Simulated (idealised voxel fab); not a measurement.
process module | voxel capacitor over wiring
cross-section cut | 270 nm wide | cells 5 nm
A cross-section is a grid of square cells, given in bands from the top down. A band is one or more rows of cells.
Each band's line starts with the height of the band's top and of its bottom, in nm. Then come its materials from left to right, each with its width in nm. One material with "throughout" fills the band from edge to edge. "air" is empty space.
Height 0 is the level under which the wafer as received is all one material. The lowest band goes on downwards, as in "0 down".
A width such as "30 to 40" changes by the same amount from each row of cells to the next, from the band's top row to its bottom row.
"no change" after a step means that no cell of the cross-section changed.
closed voids: empty space of 8 cells or more with no open way to the top, each as width x height at its distance from the left edge, in nm
after a step's settings: what the simulator itself notes on the step
overlay nm, on a step with a mask: how far to the right of its planned place the mask lay; to the left if negative
plan
1 op RECEIVE | material Si
2 op CONFORMAL_DEP | material SiO2 | thk nm 10
3 op DIRECTIONAL_DEP | material TiN | thk nm 5
4 op DIRECTIONAL_DEP | material W | thk nm 15
5 op MASKED_ETCH | tone cover | mask id METAL_1 | width nm 25 | pitch nm 95 | etch materials W | depth nm 15 | overlay nm -15
6 op MASKED_ETCH | tone cover | mask id METAL_1 | width nm 25 | pitch nm 95 | etch materials TiN | depth nm 5 | overlay nm 0
7 op CONFORMAL_DEP | material SiCN | thk nm 5
8 op FILL_DEP | material lowk | thk nm 10
9 op CMP | height nm 30
10 op CONFORMAL_DEP | material SiCN | thk nm 5
11 op DIRECTIONAL_DEP | material SiO2 | thk nm 10
12 op DIRECTIONAL_DEP | material aC | thk nm 15
13 op PATTERN | tone open | mask id PLUG_1 | material resist | width nm 15 | thk nm 30 | overlay nm 0
14 op DIRECTIONAL_ETCH | etch materials aC | depth nm 15
15 op STRIP | etch materials resist
16 op DIRECTIONAL_ETCH | etch materials SiO2 | depth nm 10
17 op DIRECTIONAL_ETCH | etch materials SiCN | depth nm 5
18 op STRIP | etch materials aC
19 op EPI | material Ru | thk nm 10
20 op EPI | material Ru | thk nm 5
21 op DIRECTIONAL_DEP | material TiN | thk nm 10
22 op DIRECTIONAL_DEP | material HfO2 | thk nm 5
23 op DIRECTIONAL_DEP | material TiN | thk nm 5
24 op MASKED_ETCH | tone cover | mask id UPPER_PLATE | width nm 75 | etch materials TiN | depth nm 5 | overlay nm 0
25 op MASKED_ETCH | tone cover | mask id UPPER_PLATE | width nm 75 | etch materials HfO2 | depth nm 5 | overlay nm 0
26 op DIRECTIONAL_DEP | material aC | thk nm 10
27 op PATTERN | tone cover | mask id LOWER_PLATE | material resist | width nm 85 | thk nm 25 | overlay nm 0
28 op DIRECTIONAL_ETCH | etch materials aC | depth nm 10
29 op STRIP | etch materials resist
30 op DIRECTIONAL_ETCH | etch materials TiN | depth nm 10
31 op STRIP | etch materials aC
32 op FILL_DEP | material SiO2 | thk nm 20
33 op CMP | height nm 80
34 op PATTERN | tone open | mask id PLUG_2 | material resist | width nm 15 | thk nm 20 | overlay nm 0
35 op DIRECTIONAL_ETCH | etch materials SiO2 | depth nm 15
36 op STRIP | etch materials resist
37 op CONFORMAL_DEP | material TiN | thk nm 5
38 op FILL_DEP | material W | thk nm 10
39 op CMP | height nm 80
40 op CONFORMAL_DEP | material SiN | thk nm 5
varied across the wafers: overlay nm of step 5. The plan shows the first wafer's value. All wafers start alike
first wafer as received, after step 1
  0 down: Si throughout
  closed voids: none
first wafer at the end, after step 40
  85 to 80: SiN throughout
  80 to 70: SiO2 95 | TiN 5 | W 5 | TiN 5 | SiO2 160
  70 to 60: SiO2 95 to 100 | TiN 15 to 60 | SiO2 160 to 110
  60 to 55: SiO2 100 | HfO2 60 | SiO2 110
  55 to 50: SiO2 80 | TiN 5 | SiO2 15 | TiN 65 | SiO2 105
  50 to 45: SiO2 80 | TiN 85 | SiO2 105
  45 to 40: SiO2 85 | HfO2 15 | SiO2 170
  40 to 35: SiO2 85 | TiN 15 | SiO2 170
  35 to 30: SiCN 85 | TiN 15 | SiCN 170
  30 to 20: lowk 55 | SiCN 5 | W 25 | SiCN 5 | lowk 60 | SiCN 5 | W 25 | SiCN 5 | lowk 85
  20 to 15: lowk 55 | SiCN 5 | W 25 | SiCN 20 | lowk 45 | SiCN 5 | W 25 | SiCN 20 | lowk 70
  15 to 10: SiCN 60 | TiN 40 | SiCN 55 | TiN 40 | SiCN 75
  10 to 0: SiO2 throughout
  0 down: Si throughout
  closed voids: none
last wafer at the end
  85 to 80: SiN throughout
  80 to 70: SiO2 95 | TiN 5 | W 5 | TiN 5 | SiO2 160
  70 to 60: SiO2 95 to 85 | TiN 15 to 75 | SiO2 160 to 110
  60 to 55: SiO2 85 | HfO2 75 | SiO2 110
  55 to 45: SiO2 80 | TiN 85 | SiO2 105
  45 to 35: SiO2 85 | Ru 15 | SiO2 170
  35 to 30: SiCN 85 | Ru 15 | SiCN 170
  30 to 20: lowk 85 | SiCN 5 | W 25 | SiCN 5 | lowk 60 | SiCN 5 | W 25 | SiCN 5 | lowk 55
  20 to 15: lowk 70 | SiCN 20 | W 25 | SiCN 5 | lowk 45 | SiCN 20 | W 25 | SiCN 5 | lowk 55
  15 to 10: SiCN 75 | TiN 40 | SiCN 55 | TiN 40 | SiCN 60
  10 to 0: SiO2 throughout
  0 down: Si throughout
  closed voids: none
each wafer at the end: cells of each material gained (+) or lost (-) since it was received, then its closed voids
overlay nm -15 | +15 HfO2 | +107 SiCN | +54 SiN | +524 SiO2 | +72 TiN | +32 W | +114 lowk | closed voids: none
overlay nm -10 | +15 HfO2 | +9 Ru | +107 SiCN | +54 SiN | +515 SiO2 | +70 TiN | +32 W | +116 lowk | closed voids: none
overlay nm -5 | +15 HfO2 | +9 Ru | +107 SiCN | +54 SiN | +515 SiO2 | +68 TiN | +32 W | +118 lowk | closed voids: none
overlay nm 0 | +15 HfO2 | +9 Ru | +107 SiCN | +54 SiN | +515 SiO2 | +66 TiN | +32 W | +120 lowk | closed voids: none
overlay nm 5 | +15 HfO2 | +9 Ru | +107 SiCN | +54 SiN | +515 SiO2 | +68 TiN | +32 W | +118 lowk | closed voids: none
overlay nm 10 | +15 HfO2 | +9 Ru | +107 SiCN | +54 SiN | +515 SiO2 | +70 TiN | +32 W | +116 lowk | closed voids: none
overlay nm 15 | +15 HfO2 | +9 Ru | +107 SiCN | +54 SiN | +515 SiO2 | +72 TiN | +32 W | +114 lowk | closed voids: none
